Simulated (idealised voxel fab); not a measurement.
voxel quadruple lines: a process module
Xsec cut, 295 nm wide, square cell size 5 nm.
Cross-section, as written here: a square-cell grid given band by band from the top down, where a band holds one or more rows of cells. Band: top and bottom heights (nm) first, top before bottom; then materials from left to right, widths in nm. "full width" marks a sole material filling the band edge to edge. "blank" denotes empty space. Beneath 0, the wafer as received is one material, and that level is where height counting begins. The lowest band goes on downward without a bottom; it is written like "0 nm and below". Width "30->40": first value at the band's top row of cells, second value at its bottom row, equal change from row to row. A step reported as "no modification" is a step in which no cell of the cross-section changed. You'll see "Cavities, sealed" listing empty spaces that have no way open to the top, as long as they're 8 cells or more; the notation is width x height at distance, where the distance is from the left edge, and all of it is in nm. The remark found on a step's line after its settings is issued by the simulator itself and pertains to that step. For masked steps, "overlay nm" on the step line gives how far right of plan the mask actually lay; a minus sign means it lay to the left.
List of planned process steps:
1. RECEIVE,material Si
2. CONFORMAL_DEP,material Al2O3,thk nm 5
3. DIRECTIONAL_DEP,material TiN,thk nm 15
4. DIRECTIONAL_DEP,material polySi,thk nm 20
5. DIRECTIONAL_DEP,material aC,thk nm 20
6. PATTERN,tone cover,mask id MANDREL,material resist,width nm 20,thk nm 30,overlay nm 0
7. DIRECTIONAL_ETCH,etch materials aC,depth nm 20
8. STRIP,etch materials resist
9. CONFORMAL_DEP,material SiO2,thk nm 10
10. DIRECTIONAL_ETCH,etch materials SiO2,depth nm 10
11. STRIP,etch materials aC
12. DIRECTIONAL_ETCH,etch materials polySi,depth nm 20
13. STRIP,etch materials SiO2
14. CONFORMAL_DEP,material SiCN,thk nm 10
15. DIRECTIONAL_ETCH,etch materials SiCN,depth nm 10
16. STRIP,etch materials polySi
17. DIRECTIONAL_ETCH,etch materials TiN,depth nm 15
18. STRIP,etch materials SiCN
The wafers are alike at the start. At step 6, their width nm differs. The plan lists the first wafer's value.
First wafer of several, as received: cross-section after step 1:
- 0 nm and below = Si full width
- Cavities, sealed: none
Gained (+) or lost (-) cells of each material since receipt, then closed voids: one row per wafer, at the end of the module:
width nm 20 | +59 Al2O3 | +24 TiN | Cavities, sealed: none
width nm 25 | +59 Al2O3 | +24 TiN | Cavities, sealed: none
width nm 30 | +59 Al2O3 | +24 TiN | Cavities, sealed: none
width nm 35 | +59 Al2O3 | +24 TiN | Cavities, sealed: none
width nm 40 | +59 Al2O3 | +24 TiN | Cavities, sealed: none
width nm 45 | +59 Al2O3 | +24 TiN | Cavities, sealed: none
